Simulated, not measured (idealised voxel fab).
The following process module bears the name voxel self aligned vias.
Section cut is 270 nm wide and gridded with 5 nm square cells.
A cross-section is written here as square cells arranged in a grid, and it is given in bands from the top down, each band taking up one or more rows of cells.
Quick guide to a band line: top height, bottom height (nm) up front; then every material left to right with its width in nm. Only one material and it's marked "edge to edge"? Then it fills the band edge to edge. And "blank" just means empty space.
Heights from 0 (as-received wafer is one material below). Bottom band endless downward, as "0 -> down".
The notation "30..40" denotes a width that varies across the rows of cells in the band, beginning at the first number in the top row, finishing at the second number in the bottom row, and changing by an identical amount from each row to the next.
What does "nothing different" mean for a step? It means no cell of the cross-section changed in that step.
Entry "Enclosed void catalog" = empty spaces >= 8 cells with no open way to the top; each as width x height at distance, distance from left edge, all nm.
Past the settings on a step's line: simulator remark, on that step.
"overlay nm", when on a step's line for a step with a mask, measures how far to the right of its planned place the mask lay; a negative measure means to the left.
Below you will find pairs of cross-sections. In each, one shows the wafer before one process step and the other after it, with the after view ending at the lowest band that changed. Under each pair is the step separating them, along with its settings. Do not assume the pairs form a chain: they can come from different runs of this module on the same starting wafer, and a pair continues from the pair above it only when its "Prior to step" entry says so.
Prior to step:
	65 -> 50 = SiO2 edge to edge
	50 -> 45 = SiO2 55  SiN 30  SiO2 35  SiN 30  SiO2 35  SiN 30  SiO2 55
	45 -> 30 = SiO2 55  TiN 5  W 20  TiN 5  SiO2 35  TiN 5  W 20  TiN 5  SiO2 35  TiN 5  W 20  TiN 5  SiO2 55
	30 -> 25 = SiO2 55  TiN 30  SiO2 35  TiN 30  SiO2 35  TiN 30  SiO2 55
	25 -> 20 = SiCN edge to edge
	20 -> 0 = SiO2 edge to edge
	0 -> down = Si edge to edge
	Enclosed void catalog: none
Sectional View, Post-Process:
	65 -> 50 = SiO2 50  blank 40  SiO2 25  blank 40  SiO2 25  blank 40  SiO2 50
	Everything under 50 stays put, no change at all.
	Enclosed void catalog: none
The structure goes from the before cross-section above to the after cross-section through MASKED_ETCH (tone open; mask id VIAS; width nm 40; pitch nm 65; etch materials SiO2; depth nm 15; overlay nm 0)
Prior to step: identical to the post-step cross-section of the immediately preceding pair.
Sectional View, Post-Process:
	65 -> 50 = SiO2 50  blank 40  SiO2 25  blank 40  SiO2 25  blank 40  SiO2 50
	50 -> 45 = SiO2 55  blank 30  SiO2 35  blank 30  SiO2 35  blank 30  SiO2 55
	Everything under 45 stays put, no change at all.
	Enclosed void catalog: none
The structure goes from the before cross-section above to the after cross-section through MASKED_ETCH (tone open; mask id VIAS; width nm 40; pitch nm 65; etch materials SiN; depth nm 5; overlay nm 0)
Prior to step: identical to the post-step cross-section of the immediately preceding pair.
Sectional View, Post-Process:
	70 -> 65 = TiN 55  blank 30  TiN 35  blank 30  TiN 35  blank 30  TiN 55
	65 -> 55 = SiO2 50  TiN 5  blank 30  TiN 5  SiO2 25  TiN 5  blank 30  TiN 5  SiO2 25  TiN 5  blank 30  TiN 5  SiO2 50
	55 -> 50 = SiO2 50  TiN 10  blank 20  TiN 10  SiO2 25  TiN 10  blank 20  TiN 10  SiO2 25  TiN 10  blank 20  TiN 10  SiO2 50
	50 -> 45 = SiO2 55  TiN 30  SiO2 35  TiN 30  SiO2 35  TiN 30  SiO2 55
	Everything under 45 stays put, no change at all.
	Enclosed void catalog: none
The structure goes from the before cross-section above to the after cross-section through CONFORMAL_DEP (material TiN; thk nm 5)
Prior to step: identical to the post-step cross-section of the immediately preceding pair.
Sectional View, Post-Process:
	75 -> 70 = W edge to edge
	70 -> 65 = TiN 55  W 30  TiN 35  W 30  TiN 35  W 30  TiN 55
	65 -> 55 = SiO2 50  TiN 5  W 30  TiN 5  SiO2 25  TiN 5  W 30  TiN 5  SiO2 25  TiN 5  W 30  TiN 5  SiO2 50
	55 -> 50 = SiO2 50  TiN 10  W 20  TiN 10  SiO2 25  TiN 10  W 20  TiN 10  SiO2 25  TiN 10  W 20  TiN 10  SiO2 50
	Everything under 50 stays put, no change at all.
	Enclosed void catalog: none
The structure goes from the before cross-section above to the after cross-section through FILL_DEP (material W; thk nm 5)
Prior to step: identical to the post-step cross-section of the immediately preceding pair.
Sectional View, Post-Process:
	65 -> 55 = SiO2 50  TiN 5  W 30  TiN 5  SiO2 25  TiN 5  W 30  TiN 5  SiO2 25  TiN 5  W 30  TiN 5  SiO2 50
	Everything under 55 stays put, no change at all.
	Enclosed void catalog: none
The structure goes from the before cross-section above to the after cross-section through CMP (height nm 65)
Prior to step: identical to the post-step cross-section of the immediately preceding pair.
Sectional View, Post-Process:
	70 -> 65 = SiN edge to edge
	Everything under 65 stays put, no change at all.
	Enclosed void catalog: none
The structure goes from the before cross-section above to the after cross-section through CONFORMAL_DEP (material SiN; thk nm 5)
Prior to step:
	65 -> 50 = SiO2 edge to edge
	50 -> 45 = SiO2 55  SiN 30  SiO2 35  SiN 30  SiO2 35  SiN 30  SiO2 55
	45 -> 25 = SiO2 55  TiN 5  W 20  TiN 5  SiO2 35  TiN 5  W 20  TiN 5  SiO2 35  TiN 5  W 20  TiN 5  SiO2 55
	25 -> 20 = SiO2 55  TiN 30  SiO2 35  TiN 30  SiO2 35  TiN 30  SiO2 55
	20 -> 15 = SiCN edge to edge
	15 -> 0 = SiO2 edge to edge
	0 -> down = Si edge to edge
	Enclosed void catalog: none
Sectional View, Post-Process:
	65 -> 50 = SiO2 55  blank 30  SiO2 35  blank 30  SiO2 35  blank 30  SiO2 55
	Everything under 50 stays put, no change at all.
	Enclosed void catalog: none
The structure goes from the before cross-section above to the after cross-section through MASKED_ETCH (tone open; mask id VIAS; width nm 30; pitch nm 65; etch materials SiO2; depth nm 15; overlay nm 0)
Prior to step: identical to the post-step cross-section of the immediately preceding pair.
Sectional View, Post-Process:
	65 -> 45 = SiO2 55  blank 30  SiO2 35  blank 30  SiO2 35  blank 30  SiO2 55
	Everything under 45 stays put, no change at all.
	Enclosed void catalog: none
The structure goes from the before cross-section above to the after cross-section through MASKED_ETCH (tone open; mask id VIAS; width nm 40; pitch nm 65; etch materials SiN; depth nm 5; overlay nm 0)
Prior to step: identical to the post-step cross-section of the immediately preceding pair.
Sectional View, Post-Process:
	70 -> 65 = TiN 60  blank 20  TiN 45  blank 20  TiN 45  blank 20  TiN 60
	65 -> 50 = SiO2 55  TiN 5  blank 20  TiN 5  SiO2 35  TiN 5  blank 20  TiN 5  SiO2 35  TiN 5  blank 20  TiN 5  SiO2 55
	50 -> 45 = SiO2 55  TiN 30  SiO2 35  TiN 30  SiO2 35  TiN 30  SiO2 55
	Everything under 45 stays put, no change at all.
	Enclosed void catalog: none
The structure goes from the before cross-section above to the after cross-section through CONFORMAL_DEP (material TiN; thk nm 5)
Prior to step: identical to the post-step cross-section of the immediately preceding pair.
Sectional View, Post-Process:
	75 -> 70 = W edge to edge
	70 -> 65 = TiN 60  W 20  TiN 45  W 20  TiN 45  W 20  TiN 60
	65 -> 50 = SiO2 55  TiN 5  W 20  TiN 5  SiO2 35  TiN 5  W 20  TiN 5  SiO2 35  TiN 5  W 20  TiN 5  SiO2 55
	Everything under 50 stays put, no change at all.
	Enclosed void catalog: none
The structure goes from the before cross-section above to the after cross-section through FILL_DEP (material W; thk nm 5)
Prior to step: identical to the post-step cross-section of the immediately preceding pair.
Sectional View, Post-Process:
	65 -> 50 = SiO2 55  TiN 5  W 20  TiN 5  SiO2 35  TiN 5  W 20  TiN 5  SiO2 35  TiN 5  W 20  TiN 5  SiO2 55
	Everything under 50 stays put, no change at all.
	Enclosed void catalog: none
The structure goes from the before cross-section above to the after cross-section through CMP (height nm 65)
Prior to step: identical to the post-step cross-section of the immediately preceding pair.
Sectional View, Post-Process:
	70 -> 65 = SiN edge to edge
	Everything under 65 stays put, no change at all.
	Enclosed void catalog: none
The structure goes from the before cross-section above to the after cross-section through CONFORMAL_DEP (material SiN; thk nm 5)
Prior to step:
	65 -> 50 = SiO2 50  blank 40  SiO2 25  blank 40  SiO2 25  blank 40  SiO2 50
	50 -> 45 = SiO2 55  SiN 30  SiO2 35  SiN 30  SiO2 35  SiN 30  SiO2 55
	45 -> 25 = SiO2 55  TiN 5  W 20  TiN 5  SiO2 35  TiN 5  W 20  TiN 5  SiO2 35  TiN 5  W 20  TiN 5  SiO2 55
	25 -> 20 = SiO2 55  TiN 30  SiO2 35  TiN 30  SiO2 35  TiN 30  SiO2 55
	20 -> 15 = SiCN edge to edge
	15 -> 0 = SiO2 edge to edge
	0 -> down = Si edge to edge
	Enclosed void catalog: none
Sectional View, Post-Process:
	65 -> 50 = SiO2 50  blank 40  SiO2 25  blank 40  SiO2 25  blank 40  SiO2 50
	50 -> 45 = SiO2 55  SiN 5  blank 25  SiO2 35  SiN 5  blank 25  SiO2 35  SiN 5  blank 25  SiO2 55
	Everything under 45 stays put, no change at all.
	Enclosed void catalog: none
The structure goes from the before cross-section above to the after cross-section through MASKED_ETCH (tone open; mask id VIAS; width nm 40; pitch nm 65; etch materials SiN; depth nm 5; overlay nm 10)
Prior to step: identical to the post-step cross-section of the immediately preceding pair.
Sectional View, Post-Process:
	70 -> 65 = TiN 55  blank 30  TiN 35  blank 30  TiN 35  blank 30  TiN 55
	65 -> 55 = SiO2 50  TiN 5  blank 30  TiN 5  SiO2 25  TiN 5  blank 30  TiN 5  SiO2 25  TiN 5  blank 30  TiN 5  SiO2 50
	55 -> 50 = SiO2 50  TiN 15  blank 15  TiN 10  SiO2 25  TiN 15  blank 15  TiN 10  SiO2 25  TiN 15  blank 15  TiN 10  SiO2 50
	50 -> 45 = SiO2 55  SiN 5  TiN 25  SiO2 35  SiN 5  TiN 25  SiO2 35  SiN 5  TiN 25  SiO2 55
	Everything under 45 stays put, no change at all.
	Enclosed void catalog: none
The structure goes from the before cross-section above to the after cross-section through CONFORMAL_DEP (material TiN; thk nm 5)
Prior to step: identical to the post-step cross-section of the immediately preceding pair.
Sectional View, Post-Process:
	75 -> 70 = W edge to edge
	70 -> 65 = TiN 55  W 30  TiN 35  W 30  TiN 35  W 30  TiN 55
	65 -> 55 = SiO2 50  TiN 5  W 30  TiN 5  SiO2 25  TiN 5  W 30  TiN 5  SiO2 25  TiN 5  W 30  TiN 5  SiO2 50
	55 -> 50 = SiO2 50  TiN 15  W 15  TiN 10  SiO2 25  TiN 15  W 15  TiN 10  SiO2 25  TiN 15  W 15  TiN 10  SiO2 50
	Everything under 50 stays put, no change at all.
	Enclosed void catalog: none
The structure goes from the before cross-section above to the after cross-section through FILL_DEP (material W; thk nm 5)
Prior to step: identical to the post-step cross-section of the immediately preceding pair.
Sectional View, Post-Process:
	65 -> 55 = SiO2 50  TiN 5  W 30  TiN 5  SiO2 25  TiN 5  W 30  TiN 5  SiO2 25  TiN 5  W 30  TiN 5  SiO2 50
	Everything under 55 stays put, no change at all.
	Enclosed void catalog: none
The structure goes from the before cross-section above to the after cross-section through CMP (height nm 65)
Prior to step: identical to the post-step cross-section of the immediately preceding pair.
Sectional View, Post-Process:
	70 -> 65 = SiN edge to edge
	Everything under 65 stays put, no change at all.
	Enclosed void catalog: none
The structure goes from the before cross-section above to the after cross-section through CONFORMAL_DEP (material SiN; thk nm 5)
Prior to step:
	65 -> 55 = SiO2 50  TiN 5  W 30  TiN 5  SiO2 25  TiN 5  W 30  TiN 5  SiO2 25  TiN 5  W 30  TiN 5  SiO2 50
	55 -> 50 = SiO2 50  TiN 10  W 20  TiN 10  SiO2 25  TiN 10  W 20  TiN 10  SiO2 25  TiN 10  W 20  TiN 10  SiO2 50
	50 -> 45 = SiO2 55  TiN 30  SiO2 35  TiN 30  SiO2 35  TiN 30  SiO2 55
	45 -> 25 = SiO2 55  TiN 5  W 20  TiN 5  SiO2 35  TiN 5  W 20  TiN 5  SiO2 35  TiN 5  W 20  TiN 5  SiO2 55
	25 -> 20 = SiO2 55  TiN 30  SiO2 35  TiN 30  SiO2 35  TiN 30  SiO2 55
	20 -> 15 = SiCN edge to edge
	15 -> 0 = SiO2 edge to edge
	0 -> down = Si edge to edge
	Enclosed void catalog: none
Sectional View, Post-Process:
	70 -> 65 = W edge to edge
	Everything under 65 stays put, no change at all.
	Enclosed void catalog: none
The structure goes from the before cross-section above to the after cross-section through CONFORMAL_DEP (material W; thk nm 5)
Prior to step:
	60 -> 50 = aC edge to edge
	50 -> 20 = SiO2 edge to edge
	20 -> 15 = SiCN edge to edge
	15 -> 0 = SiO2 edge to edge
	0 -> down = Si edge to edge
	Enclosed void catalog: none
Sectional View, Post-Process:
	90 -> 60 = blank 55  resist 30  blank 35  resist 30  blank 35  resist 30  blank 55
	Everything under 60 stays put, no change at all.
	Enclosed void catalog: none
The structure goes from the before cross-section above to the after cross-section through PATTERN (tone cover; mask id LINES; material resist; width nm 30; pitch nm 65; thk nm 30; overlay nm 0)
Prior to step: identical to the post-step cross-section of the immediately preceding pair.
Sectional View, Post-Process:
	80 -> 60 = blank 55  resist 30  blank 35  resist 30  blank 35  resist 30  blank 55
	60 -> 50 = blank 55  aC 30  blank 35  aC 30  blank 35  aC 30  blank 55
	Everything under 50 stays put, no change at all.
	Enclosed void catalog: none
The structure goes from the before cross-section above to the after cross-section through DIRECTIONAL_ETCH (etch materials aC; depth nm 10)
Prior to step: identical to the post-step cross-section of the immediately preceding pair.
Sectional View, Post-Process:
	60 -> 50 = blank 55  aC 30  blank 35  aC 30  blank 35  aC 30  blank 55
	Everything under 50 stays put, no change at all.
	Enclosed void catalog: none
The structure goes from the before cross-section above to the after cross-section through STRIP (etch materials resist)
Prior to step: identical to the post-step cross-section of the immediately preceding pair.
Sectional View, Post-Process:
	60 -> 50 = blank 55  aC 30  blank 35  aC 30  blank 35  aC 30  blank 55
	50 -> 20 = blank 55  SiO2 30  blank 35  SiO2 30  blank 35  SiO2 30  blank 55
	Everything under 20 stays put, no change at all.
	Enclosed void catalog: none
The structure goes from the before cross-section above to the after cross-section through DIRECTIONAL_ETCH (etch materials SiO2; depth nm 30)
Prior to step: identical to the post-step cross-section of the immediately preceding pair.
Sectional View, Post-Process:
	50 -> 20 = blank 55  SiO2 30  blank 35  SiO2 30  blank 35  SiO2 30  blank 55
	Everything under 20 stays put, no change at all.
	Enclosed void catalog: none
The structure goes from the before cross-section above to the after cross-section through STRIP (etch materials aC)
Prior to step: identical to the post-step cross-section of the immediately preceding pair.
Sectional View, Post-Process:
	55 -> 50 = blank 50  TiN 40  blank 25  TiN 40  blank 25  TiN 40  blank 50
	50 -> 25 = blank 50  TiN 5  SiO2 30  TiN 5  blank 25  TiN 5  SiO2 30  TiN 5  blank 25  TiN 5  SiO2 30  TiN 5  blank 50
	25 -> 20 = TiN 55  SiO2 30  TiN 35  SiO2 30  TiN 35  SiO2 30  TiN 55
	Everything under 20 stays put, no change at all.
	Enclosed void catalog: none
The structure goes from the before cross-section above to the after cross-section through CONFORMAL_DEP (material TiN; thk nm 5)
Prior to step: identical to the post-step cross-section of the immediately preceding pair.
Sectional View, Post-Process:
	60 -> 55 = W edge to edge
	55 -> 50 = W 50  TiN 40  W 25  TiN 40  W 25  TiN 40  W 50
	50 -> 25 = W 50  TiN 5  SiO2 30  TiN 5  W 25  TiN 5  SiO2 30  TiN 5  W 25  TiN 5  SiO2 30  TiN 5  W 50
	Everything under 25 stays put, no change at all.
	Enclosed void catalog: none
The structure goes from the before cross-section above to the after cross-section through FILL_DEP (material W; thk nm 5)
Prior to step: identical to the post-step cross-section of the immediately preceding pair.
Sectional View, Post-Process:
	50 -> 25 = W 50  TiN 5  SiO2 30  TiN 5  W 25  TiN 5  SiO2 30  TiN 5  W 25  TiN 5  SiO2 30  TiN 5  W 50
	Everything under 25 stays put, no change at all.
	Enclosed void catalog: none
The structure goes from the before cross-section above to the after cross-section through CMP (height nm 50)
Prior to step: identical to the post-step cross-section of the immediately preceding pair.
Sectional View, Post-Process:
	50 -> 45 = blank 55  SiO2 30  blank 35  SiO2 30  blank 35  SiO2 30  blank 55
	Everything under 45 stays put, no change at all.
	Enclosed void catalog: none
The structure goes from the before cross-section above to the after cross-section through SELECTIVE_ETCH (etch materials W Ru TiN; depth nm 5)
Prior to step: identical to the post-step cross-section of the immediately preceding pair.
Sectional View, Post-Process:
	55 -> 50 = SiN edge to edge
	50 -> 45 = SiN 55  SiO2 30  SiN 35  SiO2 30  SiN 35  SiO2 30  SiN 55
	Everything under 45 stays put, no change at all.
	Enclosed void catalog: none
The structure goes from the before cross-section above to the after cross-section through FILL_DEP (material SiN; thk nm 5)
Prior to step: identical to the post-step cross-section of the immediately preceding pair.
Sectional View, Post-Process:
	50 -> 45 = SiN 55  SiO2 30  SiN 35  SiO2 30  SiN 35  SiO2 30  SiN 55
	Everything under 45 stays put, no change at all.
	Enclosed void catalog: none
The structure goes from the before cross-section above to the after cross-section through CMP (height nm 50)
Prior to step: identical to the post-step cross-section of the immediately preceding pair.
Sectional View, Post-Process:
	65 -> 50 = SiO2 edge to edge
	Everything under 50 stays put, no change at all.
	Enclosed void catalog: none
The structure goes from the before cross-section above to the after cross-section through DIRECTIONAL_DEP (material SiO2; thk nm 15)
Prior to step: identical to the post-step cross-section of the immediately preceding pair.
Sectional View, Post-Process:
	65 -> 50 = SiO2 50  blank 40  SiO2 25  blank 40  SiO2 25  blank 40  SiO2 50
	Everything under 50 stays put, no change at all.
	Enclosed void catalog: none
The structure goes from the before cross-section above to the after cross-section through MASKED_ETCH (tone open; mask id VIAS; width nm 40; pitch nm 65; etch materials SiO2; depth nm 15; overlay nm 0)
Prior to step: identical to the post-step cross-section of the immediately preceding pair.
Sectional View, Post-Process:
	65 -> 50 = SiO2 50  blank 40  SiO2 25  blank 40  SiO2 25  blank 40  SiO2 50
	50 -> 45 = SiN 50  blank 5  SiO2 30  blank 5  SiN 25  blank 5  SiO2 30  blank 5  SiN 25  blank 5  SiO2 30  blank 5  SiN 50
	Everything under 45 stays put, no change at all.
	Enclosed void catalog: none
The structure goes from the before cross-section above to the after cross-section through MASKED_ETCH (tone open; mask id VIAS; width nm 40; pitch nm 65; etch materials SiN; depth nm 5; overlay nm 0)
Prior to step: identical to the post-step cross-section of the immediately preceding pair.
Sectional View, Post-Process:
	70 -> 65 = TiN 55  blank 30  TiN 35  blank 30  TiN 35  blank 30  TiN 55
	65 -> 55 = SiO2 50  TiN 5  blank 30  TiN 5  SiO2 25  TiN 5  blank 30  TiN 5  SiO2 25  TiN 5  blank 30  TiN 5  SiO2 50
	55 -> 50 = SiO2 50  TiN 40  SiO2 25  TiN 40  SiO2 25  TiN 40  SiO2 50
	50 -> 45 = SiN 50  TiN 5  SiO2 30  TiN 5  SiN 25  TiN 5  SiO2 30  TiN 5  SiN 25  TiN 5  SiO2 30  TiN 5  SiN 50
	Everything under 45 stays put, no change at all.
	Enclosed void catalog: none
The structure goes from the before cross-section above to the after cross-section through CONFORMAL_DEP (material TiN; thk nm 5)
Prior to step: identical to the post-step cross-section of the immediately preceding pair.
Sectional View, Post-Process:
	75 -> 70 = W edge to edge
	70 -> 65 = TiN 55  W 30  TiN 35  W 30  TiN 35  W 30  TiN 55
	65 -> 55 = SiO2 50  TiN 5  W 30  TiN 5  SiO2 25  TiN 5  W 30  TiN 5  SiO2 25  TiN 5  W 30  TiN 5  SiO2 50
	Everything under 55 stays put, no change at all.
	Enclosed void catalog: none
The structure goes from the before cross-section above to the after cross-section through FILL_DEP (material W; thk nm 5)
Prior to step: identical to the post-step cross-section of the immediately preceding pair.
Sectional View, Post-Process:
	65 -> 55 = SiO2 50  TiN 5  W 30  TiN 5  SiO2 25  TiN 5  W 30  TiN 5  SiO2 25  TiN 5  W 30  TiN 5  SiO2 50
	Everything under 55 stays put, no change at all.
	Enclosed void catalog: none
The structure goes from the before cross-section above to the after cross-section through CMP (height nm 65)
Prior to step: identical to the post-step cross-section of the immediately preceding pair.
Sectional View, Post-Process:
	70 -> 65 = SiN edge to edge
	Everything under 65 stays put, no change at all.
	Enclosed void catalog: none
The structure goes from the before cross-section above to the after cross-section through CONFORMAL_DEP (material SiN; thk nm 5)
